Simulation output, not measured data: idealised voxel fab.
You're looking at the process module voxel capacitor over wiring.
The width of the displayed cross-section, cut, is 205 nm; its cells are square, with a size of 5 nm.
Cross-section layout: square cells on a grid; listed as bands, top to bottom; a band spans one or more cell rows.
Band: top and bottom heights (nm) first, top before bottom; then materials from left to right, widths in nm. "all across" marks a sole material filling the band edge to edge. "blank" denotes empty space.
Height 0 is the level under which the wafer as received is all one material. The lowest band goes on downwards, as in "from 0 down".
Width "30 to 40": first value at the band's top row of cells, second value at its bottom row, equal change from row to row.
Given "stayed the same" for a step, no cell of the cross-section differs between before and after that step.
"Enclosed cavity list" contains a list of empty spaces, each no smaller than 8 cells and without an open way to the top, written in the form width x height at distance with the distance from the left edge and all three in nm.
That trailing text on a step's line, after the settings, is the simulator's own remark on the step.
Regarding "overlay nm": on a step with a mask, it is the distance the mask lay to the right of its planned place; a negative value places it to the left.
THE PLANNED PROCESS STEPS ARE ENUMERATED HEREUNDER
1) op RECEIVE | material Si
2) op CONFORMAL_DEP | material SiO2 | thk nm 15
3) op CONFORMAL_DEP | material SiCN | thk nm 5
4) op DIRECTIONAL_DEP | material lowk | thk nm 25
5) op MASKED_ETCH | tone open | mask id METAL_1 | width nm 25 | pitch nm 90 | etch materials lowk | depth nm 25 | overlay nm 0
6) op MASKED_ETCH | tone open | mask id METAL_1 | width nm 25 | pitch nm 90 | etch materials SiCN | depth nm 5 | overlay nm 0
7) op CONFORMAL_DEP | material TiN | thk nm 5
8) op FILL_DEP | material Cu | thk nm 5
9) op CMP | height nm 45
10) op CONFORMAL_DEP | material SiCN | thk nm 5
11) op DIRECTIONAL_DEP | material lowk | thk nm 10
12) op DIRECTIONAL_DEP | material aC | thk nm 15
13) op PATTERN | tone open | mask id PLUG_1 | material resist | width nm 15 | thk nm 30 | overlay nm 0
14) op DIRECTIONAL_ETCH | etch materials aC | depth nm 15
15) op STRIP | etch materials resist
16) op DIRECTIONAL_ETCH | etch materials lowk | depth nm 10
17) op DIRECTIONAL_ETCH | etch materials SiCN | depth nm 5
18) op STRIP | etch materials aC
19) op EPI | material Ru | thk nm 10
20) op EPI | material Ru | thk nm 5
21) op DIRECTIONAL_DEP | material TiN | thk nm 5
22) op DIRECTIONAL_DEP | material SiN | thk nm 5
23) op DIRECTIONAL_DEP | material TiN | thk nm 5
24) op PATTERN | tone cover | mask id UPPER_PLATE | material resist | width nm 70 | thk nm 15 | overlay nm 0
25) op DIRECTIONAL_ETCH | etch materials TiN | depth nm 5
26) op DIRECTIONAL_ETCH | etch materials SiN | depth nm 5
27) op STRIP | etch materials resist
28) op DIRECTIONAL_DEP | material aC | thk nm 15
29) op PATTERN | tone cover | mask id LOWER_PLATE | material resist | width nm 80 | thk nm 35 | overlay nm 0
30) op DIRECTIONAL_ETCH | etch materials aC | depth nm 15
31) op STRIP | etch materials resist
32) op DIRECTIONAL_ETCH | etch materials TiN | depth nm 5
33) op STRIP | etch materials aC
34) op FILL_DEP | material SiO2 | thk nm 20
35) op CMP | height nm 90
36) op DIRECTIONAL_DEP | material aC | thk nm 15
37) op PATTERN | tone open | mask id PLUG_2 | material resist | width nm 15 | thk nm 35 | overlay nm 0
38) op DIRECTIONAL_ETCH | etch materials aC | depth nm 15
39) op STRIP | etch materials resist
40) op DIRECTIONAL_ETCH | etch materials SiO2 | depth nm 15
41) op STRIP | etch materials aC
42) op CONFORMAL_DEP | material TiN | thk nm 5
43) op FILL_DEP | material Cu | thk nm 10
44) op CMP | height nm 90
45) op CONFORMAL_DEP | material SiCN | thk nm 5
SO THIS IS THE INCOMING WAFER IN CROSS-SECTION - IT'S ALREADY BEEN THROUGH STEP 1
- from 0 down  Si all across
- Enclosed cavity list: none
CROSS-SECTIONAL VIEW OF THE FIRST OF THE TWO WAFERS UPON COMPLETION OF THE MODULE, PROCESSED IN ACCORDANCE WITH THE PLAN
- from 95 to 90  SiCN all across
- from 90 to 80  SiO2 65, TiN 5, Cu 5, TiN 5, SiO2 125
- from 80 to 70  SiO2 65 to 55, TiN 15 to 70, SiO2 125 to 80
- from 70 to 65  SiO2 55, SiN 70, SiO2 80
- from 65 to 60  SiO2 50, TiN 80, SiO2 75
- from 60 to 50  lowk 55, Ru 15, lowk 135
- from 50 to 45  SiCN 55, Ru 15, SiCN 135
- from 45 to 20  lowk 45, TiN 5, Cu 15, TiN 5, lowk 65, TiN 5, Cu 15, TiN 5, lowk 45
- from 20 to 15  SiCN 45, TiN 25, SiCN 65, TiN 25, SiCN 45
- from 15 to 0  SiO2 all across
- from 0 down  Si all across
- Enclosed cavity list: none
MODULE END: CROSS-SECTION OF WAFER TWO OF TWO. SAME START AND PROCESS PLAN AS THE FIRST WAFER. ONE MISTAKE DURING EXECUTION
- from 95 to 90  SiCN all across
- from 90 to 85  SiO2 65, TiN 5, Cu 5, TiN 5, SiO2 125
- from 85 to 80  SiO2 65, TiN 15, SiO2 125
- from 80 to 75  SiO2 55, TiN 5, SiO2 5, TiN 60, SiO2 80
- from 75 to 70  SiO2 55, SiN 5, TiN 5, SiN 60, SiO2 80
- from 70 to 65  Ru 60, SiN 5, Ru 140
- from 65 to 60  TiN 55, Ru 15, TiN 135
- from 60 to 55  lowk 55, TiN 15, lowk 135
- from 55 to 50  lowk 55, Ru 15, lowk 135
- from 50 to 45  SiCN 55, Ru 15, SiCN 135
- from 45 to 20  lowk 45, TiN 5, Cu 15, TiN 5, lowk 65, TiN 5, Cu 15, TiN 5, lowk 45
- from 20 to 15  SiCN 45, TiN 25, SiCN 65, TiN 25, SiCN 45
- from 15 to 0  SiO2 all across
- from 0 down  Si all across
- Enclosed cavity list: none
Plan not followed: it was found that steps 20 and 21 of the process plan had been performed in exchanged positions
Once processing is complete, comparing cell counts shows that the second wafer has more or fewer of certain materials than the first: 1 fewer of Cu, 40 more of Ru, 62 fewer of SiO2, 23 more of TiN
